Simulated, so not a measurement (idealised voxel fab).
Process module heading - voxel self aligned vias
Section shown: cut. Width: 290 nm. Cell size: 5 nm, square.
Square cells in a grid make up a cross-section in this document, and the grid is given as bands, listed from the top down, each one or more rows of cells.
Heights first: top, then bottom, in nm. Then materials, left to right, each with a width in nm. "everywhere" on a single material: fills the band edge to edge. "air": empty space.
Heads up on the height convention: 0 is the point under which the incoming wafer is all one material, and the lowest band has no bottom, it just keeps going down, like "0 and below".
With a width like "30 to 40", each row of cells in the band differs from the next by the same amount, the top row carrying the first number and the bottom row the second.
A step reported as "all unchanged" is a step in which no cell of the cross-section changed.
Look at "Entrapped voids" for the closed voids: empty spaces with no open path to the top, sized 8 cells or up. Each is width x height at distance, distance from the left edge, all nm.
Heads up: the bit after the settings on a step's line is the simulator's remark on that step.
overlay nm: for a step with a mask, the amount by which the mask lay right of where it was planned; a negative amount means left of it.
LISTED BELOW ARE THE PROCESS STEPS AS PLANNED
1. RECEIVE with material Si
2. CONFORMAL_DEP with material SiO2, thk nm 15
3. CONFORMAL_DEP with material SiCN, thk nm 5
4. DIRECTIONAL_DEP with material SiO2, thk nm 20
5. MASKED_ETCH with tone open, mask id LINES, width nm 15, pitch nm 70, etch materials SiO2, depth nm 20, overlay nm 0
6. CONFORMAL_DEP with material TiN, thk nm 5
7. FILL_DEP with material Ru, thk nm 10
8. CMP with height nm 40
9. SELECTIVE_ETCH with etch materials W Ru TiN, depth nm 10
10. FILL_DEP with material SiN, thk nm 5
11. CMP with height nm 40
12. DIRECTIONAL_DEP with material SiO2, thk nm 20
13. PATTERN with tone open, mask id VIAS, material resist, width nm 45, thk nm 20, overlay nm 0
14. DIRECTIONAL_ETCH with etch materials SiO2, depth nm 20
15. DIRECTIONAL_ETCH with etch materials SiN, depth nm 10
16. STRIP with etch materials resist
17. CONFORMAL_DEP with material TiN, thk nm 5
18. FILL_DEP with material W, thk nm 5
19. CMP with height nm 60
20. CONFORMAL_DEP with material SiN, thk nm 5
For clarity, it should be stated that the wafers under discussion commence in an identical condition and differ with respect to the width nm of step 5, the plan indicating the value that the first wafer had.
SO THIS IS THE FIRST OF SEVERAL WAFERS, CROSS-SECTIONED AS IT CAME TO US, MEANING IT'S AT THE END OF STEP 1
	0 and below = Si everywhere
	Entrapped voids: none
THE FIRST OF SEVERAL WAFERS, SEEN IN CROSS-SECTION AFTER THE MODULE'S LAST STEP, STEP 20
	65 down to 60 = SiN everywhere
	60 down to 45 = SiO2 (85) / TiN (5) / W (35) / TiN (5) / SiO2 (160)
	45 down to 40 = SiO2 (85) / TiN (20) / W (5) / TiN (20) / SiO2 (160)
	40 down to 35 = SiO2 (100) / TiN (5) / W (5) / TiN (5) / SiO2 (55) / SiN (15) / SiO2 (105)
	35 down to 30 = SiO2 (100) / TiN (15) / SiO2 (55) / SiN (15) / SiO2 (105)
	30 down to 25 = SiO2 (100) / TiN (5) / Ru (5) / TiN (5) / SiO2 (55) / TiN (5) / Ru (5) / TiN (5) / SiO2 (105)
	25 down to 20 = SiO2 (100) / TiN (15) / SiO2 (55) / TiN (15) / SiO2 (105)
	20 down to 15 = SiCN everywhere
	15 down to 0 = SiO2 everywhere
	0 and below = Si everywhere
	Entrapped voids: none
MODULE END, FINAL WAFER: CROSS-SECTION
	65 down to 60 = SiN everywhere
	60 down to 45 = SiO2 (85) / TiN (5) / W (35) / TiN (5) / SiO2 (160)
	45 down to 40 = SiO2 (85) / TiN (10) / W (30) / TiN (5) / SiO2 (160)
	40 down to 35 = SiO2 (90) / TiN (5) / W (30) / TiN (5) / SiO2 (30) / SiN (40) / SiO2 (90)
	35 down to 30 = SiO2 (90) / TiN (40) / SiO2 (30) / SiN (40) / SiO2 (90)
	30 down to 25 = SiO2 (90) / TiN (5) / Ru (30) / TiN (5) / SiO2 (30) / TiN (5) / Ru (30) / TiN (5) / SiO2 (90)
	25 down to 20 = SiO2 (90) / TiN (40) / SiO2 (30) / TiN (40) / SiO2 (90)
	20 down to 15 = SiCN everywhere
	15 down to 0 = SiO2 everywhere
	0 and below = Si everywhere
	Entrapped voids: none
PER WAFER, END OF MODULE: CELLS GAINED (+) OR LOST (-) PER MATERIAL SINCE RECEIPT, THEN CLOSED VOIDS
width nm 15; +2 Ru; +58 SiCN; +64 SiN; +578 SiO2; +29 TiN; +23 W; Entrapped voids: none
width nm 20; +4 Ru; +58 SiCN; +66 SiN; +570 SiO2; +31 TiN; +25 W; Entrapped voids: none
width nm 25; +6 Ru; +58 SiCN; +68 SiN; +562 SiO2; +33 TiN; +27 W; Entrapped voids: none
width nm 30; +8 Ru; +58 SiCN; +70 SiN; +554 SiO2; +35 TiN; +29 W; Entrapped voids: none
width nm 35; +10 Ru; +58 SiCN; +72 SiN; +546 SiO2; +37 TiN; +31 W; Entrapped voids: none
width nm 40; +12 Ru; +58 SiCN; +74 SiN; +538 SiO2; +39 TiN; +33 W; Entrapped voids: none
